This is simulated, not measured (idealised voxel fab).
The process module presented herein is designated voxel self aligned contacts.
180 nm wide, 5 nm square cells: that's cross-section cut.
Each cross-section below is a grid of square cells, stated as bands in top-down order, with one or more rows of cells making up each band. Within each band entry, the heights of the top and of the bottom of the band appear first, in that order and in nm; the materials of the band then follow from left to right, each with its corresponding width in nm. The designation "edge to edge" on a single material indicates that it fills the band from edge to edge; the designation "air" indicates empty space. Basically, 0 is our baseline, since under it the wafer straight out of the box is all one material. The bottom band has no lower end and keeps on going down, so it looks like "0 -> down". So if you see something like "30 to 40" for the width, read it as the top row of the band sitting at the first number and the bottom row at the second, with every row in between moving by the same amount as the last. Given "nothing was modified" for a step, no cell of the cross-section differs between before and after that step. Voids not open to the top, 8 cells minimum: see "Sealed cavities". Written width x height at distance; distance is from the left edge; nm. The remark found on a step's line after its settings is issued by the simulator itself and pertains to that step. The optional step-line setting "overlay nm" applies to steps with a mask and quantifies how far to the right of its planned location the mask lay, a negative value indicating leftward placement.
# Process steps - plan
1) RECEIVE,material Si
2) CONFORMAL_DEP,material SiO2,thk nm 5
3) DIRECTIONAL_DEP,material polySi,thk nm 25
4) DIRECTIONAL_DEP,material SiN,thk nm 20
5) PATTERN,tone cover,mask id GATE,material resist,width nm 25,pitch nm 65,thk nm 20,overlay nm 0
6) DIRECTIONAL_ETCH,etch materials SiN,depth nm 20
7) DIRECTIONAL_ETCH,etch materials polySi,depth nm 25
8) STRIP,etch materials resist
9) CONFORMAL_DEP,material SiN,thk nm 10
10) DIRECTIONAL_ETCH,etch materials SiN,depth nm 10
11) FILL_DEP,material SiO2,thk nm 20
12) CMP,height nm 60
13) PATTERN,tone open,mask id CONTACT,material resist,width nm 50,thk nm 15,overlay nm 0
14) DIRECTIONAL_ETCH,etch materials SiO2,depth nm 60
15) STRIP,etch materials resist
16) CONFORMAL_DEP,material TiN,thk nm 5
17) FILL_DEP,material Ru,thk nm 5
18) CMP,height nm 60
19) CONFORMAL_DEP,material SiCN,thk nm 5
# Cross-section of the wafer at receipt, which is the condition after step 1
- 0 -> down = Si edge to edge
- Sealed cavities: none
# Cross-sectional image of the first of two wafers at the end of the module, the run having proceeded as planned
- 65 -> 60 = SiCN edge to edge
- 60 -> 50 = 65 SiO2; 5 to 20 TiN; 40 to 10 Ru; 5 to 20 TiN; 65 SiO2
- 50 -> 30 = 35 SiO2; 45 SiN; 5 TiN; 10 Ru; 5 TiN; 45 SiN; 35 SiO2
- 30 -> 5 = 35 SiO2; 10 SiN; 25 polySi; 10 SiN; 5 TiN; 10 Ru; 5 TiN; 10 SiN; 25 polySi; 10 SiN; 35 SiO2
- 5 -> 0 = 80 SiO2; 20 TiN; 80 SiO2
- 0 -> down = Si edge to edge
- Sealed cavities: none
# second wafer at the end: like start, like plan, one mistake
- 65 -> 60 = SiCN edge to edge
- 60 -> 50 = 65 SiO2; 5 to 20 TiN; 40 to 10 Ru; 5 to 20 TiN; 65 SiO2
- 50 -> 30 = 35 SiO2; 45 SiN; 5 TiN; 10 Ru; 5 TiN; 45 SiN; 35 SiO2
- 30 -> 10 = 35 SiO2; 10 SiN; 25 polySi; 10 SiN; 5 TiN; 10 Ru; 5 TiN; 10 SiN; 25 polySi; 10 SiN; 35 SiO2
- 10 -> 5 = 35 SiO2; 10 SiN; 25 polySi; 10 SiN; 20 TiN; 10 SiN; 25 polySi; 10 SiN; 35 SiO2
- 5 -> 0 = SiN edge to edge
- 0 -> down = Si edge to edge
- Sealed cavities: none
It is concluded that the wafer was processed incorrectly with respect to the plan, in that rather than as planned, step 2 actually ran as CONFORMAL_DEP,material SiN,thk nm 5
It is noted that, at the conclusion of processing, the second wafer exhibits a higher or lower cell count for certain materials relative to the first: Ru -2 | SiN +36 | SiO2 -32 | TiN -2
